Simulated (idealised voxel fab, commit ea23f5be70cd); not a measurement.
Documented hereafter: the process module known as voxel spacer lines.
Section cut is 160 nm wide and gridded with 5 nm square cells.
Cross-sections here: square-cell grids, written as top-down lists of bands, a band being one or more rows of cells.
Top height, bottom height, nm. Materials left to right, width each, nm. Single material + "throughout" = fills band edge to edge. "blank" = empty.
Measure heights from 0. That's the level where, below it, the as-received wafer is all one material. The lowest band is bottomless and extends downward; write it as in "0 nm and below".
Width "30->40": first value at the band's top row of cells, second value at its bottom row, equal change from row to row.
Take "no alterations made" at face value: in the step it is given for, the cross-section changed in none of its cells.
Trapped void list: empty space of 8 cells or more with no open way to the top, each as width x height at its distance from the left edge, in nm
Whatever follows a step's settings on its line is a remark the simulator itself makes about that step.
overlay nm: where the mask lay relative to plan, measured to the right, on steps with a mask; negatives go left.
## Process steps (planned)
1) RECEIVE,material Si
2) CONFORMAL_DEP,material Al2O3,thk nm 5
3) DIRECTIONAL_DEP,material TiN,thk nm 15
4) DIRECTIONAL_DEP,material polySi,thk nm 20
5) PATTERN,tone cover,mask id MANDREL,material resist,width nm 25,pitch nm 80,thk nm 30,overlay nm 0
6) DIRECTIONAL_ETCH,etch materials polySi,depth nm 20
7) STRIP,etch materials resist
8) CONFORMAL_DEP,material SiO2,thk nm 15
9) DIRECTIONAL_ETCH,etch materials SiO2,depth nm 15
10) STRIP,etch materials polySi
11) DIRECTIONAL_ETCH,etch materials TiN,depth nm 15
12) STRIP,etch materials SiO2
13) FILL_DEP,material lowk,thk nm 10
14) CMP,height nm 20
## Below: the first of two wafers, run as planned
## Cross-sectional view of the wafer in its as-received condition, corresponding to the state after step 1
	0 nm and below: Si throughout
	Trapped void list: none
## Wafer xsec, post step 2
	5 nm to 0 nm: Al2O3 throughout
	Below 0, no change.
## Wafer xsec, post step 3
	20 nm to 5 nm: TiN throughout
	Below 5, no change.
## Wafer xsec, post step 4
	40 nm to 20 nm: polySi throughout
	Below 20, no change.
## Wafer xsec, post step 5
	70 nm to 40 nm: blank 25, resist 25, blank 55, resist 25, blank 30
	Below 40, no change.
## Wafer xsec, post step 6
	70 nm to 40 nm: blank 25, resist 25, blank 55, resist 25, blank 30
	40 nm to 20 nm: blank 25, polySi 25, blank 55, polySi 25, blank 30
	Below 20, no change.
## Wafer xsec, post step 7
	40 nm to 20 nm: blank 25, polySi 25, blank 55, polySi 25, blank 30
	Below 20, no change.
## Wafer xsec, post step 8
	55 nm to 40 nm: blank 10, SiO2 55, blank 25, SiO2 55, blank 15
	40 nm to 35 nm: blank 10, SiO2 15, polySi 25, SiO2 15, blank 25, SiO2 15, polySi 25, SiO2 15, blank 15
	35 nm to 20 nm: SiO2 25, polySi 25, SiO2 55, polySi 25, SiO2 30
	Below 20, no change.
## Wafer xsec, post step 9
	40 nm to 20 nm: blank 10, SiO2 15, polySi 25, SiO2 15, blank 25, SiO2 15, polySi 25, SiO2 15, blank 15
	Below 20, no change.
## Wafer xsec, post step 10
	40 nm to 20 nm: blank 10, SiO2 15, blank 25, SiO2 15, blank 25, SiO2 15, blank 25, SiO2 15, blank 15
	Below 20, no change.
## Wafer xsec, post step 11
	40 nm to 20 nm: blank 10, SiO2 15, blank 25, SiO2 15, blank 25, SiO2 15, blank 25, SiO2 15, blank 15
	20 nm to 5 nm: blank 10, TiN 15, blank 25, TiN 15, blank 25, TiN 15, blank 25, TiN 15, blank 15
	Below 5, no change.
## Wafer xsec, post step 12
	20 nm to 5 nm: blank 10, TiN 15, blank 25, TiN 15, blank 25, TiN 15, blank 25, TiN 15, blank 15
	Below 5, no change.
## Wafer xsec, post step 13
	30 nm to 20 nm: lowk throughout
	20 nm to 5 nm: lowk 10, TiN 15, lowk 25, TiN 15, lowk 25, TiN 15, lowk 25, TiN 15, lowk 15
	Below 5, no change.
## Wafer xsec, post step 14
	20 nm to 5 nm: lowk 10, TiN 15, lowk 25, TiN 15, lowk 25, TiN 15, lowk 25, TiN 15, lowk 15
	Below 5, no change.
## Second wafer, same starting conditions and recipe as the first, one mistake in executing it, nothing differs from the first up to and including step 1
## Second wafer, sectioned view, at step 2's planned end time
	15 nm to 0 nm: Al2O3 throughout
	Below 0, no change.
## Second wafer, sectioned view, at step 3's planned end time
	30 nm to 15 nm: TiN throughout
	Below 15, no change.
## Second wafer, sectioned view, at step 4's planned end time
	50 nm to 30 nm: polySi throughout
	Below 30, no change.
## Second wafer, sectioned view, at step 5's planned end time
	80 nm to 50 nm: blank 25, resist 25, blank 55, resist 25, blank 30
	Below 50, no change.
## Second wafer, sectioned view, at step 6's planned end time
	80 nm to 50 nm: blank 25, resist 25, blank 55, resist 25, blank 30
	50 nm to 30 nm: blank 25, polySi 25, blank 55, polySi 25, blank 30
	Below 30, no change.
## Second wafer, sectioned view, at step 7's planned end time
	50 nm to 30 nm: blank 25, polySi 25, blank 55, polySi 25, blank 30
	Below 30, no change.
## Second wafer, sectioned view, at step 8's planned end time
	65 nm to 50 nm: blank 10, SiO2 55, blank 25, SiO2 55, blank 15
	50 nm to 45 nm: blank 10, SiO2 15, polySi 25, SiO2 15, blank 25, SiO2 15, polySi 25, SiO2 15, blank 15
	45 nm to 30 nm: SiO2 25, polySi 25, SiO2 55, polySi 25, SiO2 30
	Below 30, no change.
## Second wafer, sectioned view, at step 9's planned end time
	50 nm to 30 nm: blank 10, SiO2 15, polySi 25, SiO2 15, blank 25, SiO2 15, polySi 25, SiO2 15, blank 15
	Below 30, no change.
## Second wafer, sectioned view, at step 10's planned end time
	50 nm to 30 nm: blank 10, SiO2 15, blank 25, SiO2 15, blank 25, SiO2 15, blank 25, SiO2 15, blank 15
	Below 30, no change.
## Second wafer, sectioned view, at step 11's planned end time
	50 nm to 30 nm: blank 10, SiO2 15, blank 25, SiO2 15, blank 25, SiO2 15, blank 25, SiO2 15, blank 15
	30 nm to 15 nm: blank 10, TiN 15, blank 25, TiN 15, blank 25, TiN 15, blank 25, TiN 15, blank 15
	Below 15, no change.
## Second wafer, sectioned view, at step 12's planned end time
	30 nm to 15 nm: blank 10, TiN 15, blank 25, TiN 15, blank 25, TiN 15, blank 25, TiN 15, blank 15
	Below 15, no change.
## Second wafer, sectioned view, at step 13's planned end time
	40 nm to 30 nm: lowk throughout
	30 nm to 15 nm: lowk 10, TiN 15, lowk 25, TiN 15, lowk 25, TiN 15, lowk 25, TiN 15, lowk 15
	Below 15, no change.
## Second wafer, sectioned view, at step 14's planned end time
	20 nm to 15 nm: lowk 10, TiN 15, lowk 25, TiN 15, lowk 25, TiN 15, lowk 25, TiN 15, lowk 15
	Below 15, no change.
What broke from the plan during processing? heads up, step 2 didn't go per plan, it actually ran as CONFORMAL_DEP,material Al2O3,thk nm 15
FYI, end of process, the second wafer has more or fewer cells of some materials than the first: 64 more of Al2O3 | 24 fewer of TiN | 40 fewer of lowk
